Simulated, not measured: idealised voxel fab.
Module name: voxel double patterning (process module)
cross-section cut | 260 nm wide | cells 5 nm
Each cross-section below is a grid of square cells, stated as bands in top-down order, with one or more rows of cells making up each band. First you get the band's top height and its bottom height, in nm, and then the materials it's made of, left to right, with each width in nm. If you see a single material with "throughout", that one covers the band edge to edge. "empty" is empty space. Heads up on the height convention: 0 is the point under which the incoming wafer is all one material, and the lowest band has no bottom, it just keeps going down, like "0 -> down". When a width is written as two numbers, as in "30 to 40", the first number is the width in the top row of cells of the band and the second is the width in its bottom row, and the width changes by the same amount from each row to the next. The cross-section has no changed cell in any step marked "no modification". Closed empty spaces (no open way to the top) of 8 cells or more are what "Closed empty spaces" lists, each as width x height at distance from the left edge, nm for all three. Heads up: the bit after the settings on a step's line is the simulator's remark on that step. Regarding "overlay nm": on a step with a mask, it is the distance the mask lay to the right of its planned place; a negative value places it to the left.

Process steps (planned)
- 1: RECEIVE,material Si
- 2: CONFORMAL_DEP,material SiO2,thk nm 5
- 3: DIRECTIONAL_DEP,material polySi,thk nm 20
- 4: DIRECTIONAL_DEP,material SiN,thk nm 5
- 5: PATTERN,tone open,mask id FIRST,material resist,width nm 15,pitch nm 50,thk nm 20,overlay nm 0
- 6: DIRECTIONAL_ETCH,etch materials SiN,depth nm 5
- 7: STRIP,etch materials resist
- 8: MASKED_ETCH,tone open,mask id SECOND,width nm 15,pitch nm 50,etch materials SiN,depth nm 5,overlay nm 0
- 9: DIRECTIONAL_ETCH,etch materials polySi,depth nm 20
- 10: STRIP,etch materials SiN

Concerning the first of two wafers, which was run in accordance with the plan

Cross-section of the wafer at receipt, which is the condition after step 1
  0 -> down  Si throughout
  Closed empty spaces: none

Wafer section view after processing step 2
  5 -> 0  SiO2 throughout
  Anything lower than 0 is untouched.

Wafer section view after processing step 3
  25 -> 5  polySi throughout
  Anything lower than 5 is untouched.

Wafer section view after processing step 4
  30 -> 25  SiN throughout
  Anything lower than 25 is untouched.

Wafer section view after processing step 5
  50 -> 30  resist (70), then empty (15), then resist (35), then empty (15), then resist (35), then empty (15), then resist (75)
  Anything lower than 30 is untouched.

Wafer section view after processing step 6
  50 -> 30  resist (70), then empty (15), then resist (35), then empty (15), then resist (35), then empty (15), then resist (75)
  30 -> 25  SiN (70), then empty (15), then SiN (35), then empty (15), then SiN (35), then empty (15), then SiN (75)
  Anything lower than 25 is untouched.

Wafer section view after processing step 7
  30 -> 25  SiN (70), then empty (15), then SiN (35), then empty (15), then SiN (35), then empty (15), then SiN (75)
  Anything lower than 25 is untouched.

Wafer section view after processing step 8
  30 -> 25  SiN (70), then empty (15), then SiN (10), then empty (15), then SiN (10), then empty (15), then SiN (10), then empty (15), then SiN (10), then empty (15), then SiN (75)
  Anything lower than 25 is untouched.

Wafer section view after processing step 9
  30 -> 25  SiN (70), then empty (15), then SiN (10), then empty (15), then SiN (10), then empty (15), then SiN (10), then empty (15), then SiN (10), then empty (15), then SiN (75)
  25 -> 5  polySi (70), then empty (15), then polySi (10), then empty (15), then polySi (10), then empty (15), then polySi (10), then empty (15), then polySi (10), then empty (15), then polySi (75)
  Anything lower than 5 is untouched.

Wafer section view after processing step 10
  25 -> 5  polySi (70), then empty (15), then polySi (10), then empty (15), then polySi (10), then empty (15), then polySi (10), then empty (15), then polySi (10), then empty (15), then polySi (75)
  Anything lower than 5 is untouched.

Now the other wafer: same start, same recipe, but we messed up one thing when running it. Up to and including step 4 it's the same as the first one

Second wafer profile in section, at the moment step 5 of the plan was meant to be complete
  50 -> 30  empty (70), then resist (15), then empty (35), then resist (15), then empty (35), then resist (15), then empty (75)
  Anything lower than 30 is untouched.

Second wafer profile in section, at the moment step 6 of the plan was meant to be complete
  50 -> 30  empty (70), then resist (15), then empty (35), then resist (15), then empty (35), then resist (15), then empty (75)
  30 -> 25  empty (70), then SiN (15), then empty (35), then SiN (15), then empty (35), then SiN (15), then empty (75)
  Anything lower than 25 is untouched.

Second wafer profile in section, at the moment step 7 of the plan was meant to be complete
  30 -> 25  empty (70), then SiN (15), then empty (35), then SiN (15), then empty (35), then SiN (15), then empty (75)
  Anything lower than 25 is untouched.

Second wafer profile in section, at the moment step 8 of the plan was meant to be complete: no modification

Second wafer profile in section, at the moment step 9 of the plan was meant to be complete
  30 -> 25  empty (70), then SiN (15), then empty (35), then SiN (15), then empty (35), then SiN (15), then empty (75)
  25 -> 5  empty (70), then polySi (15), then empty (35), then polySi (15), then empty (35), then polySi (15), then empty (75)
  Anything lower than 5 is untouched.

Second wafer profile in section, at the moment step 10 of the plan was meant to be complete
  25 -> 5  empty (70), then polySi (15), then empty (35), then polySi (15), then empty (35), then polySi (15), then empty (75)
  Anything lower than 5 is untouched.
Plan not followed: for step 5, the planned setting was not used; the step was instead run as PATTERN,tone cover,mask id FIRST,material resist,width nm 15,pitch nm 50,thk nm 20,overlay nm 0
Final wafer comparison in cells, second versus first, more or fewer per material: polySi: 112 fewer
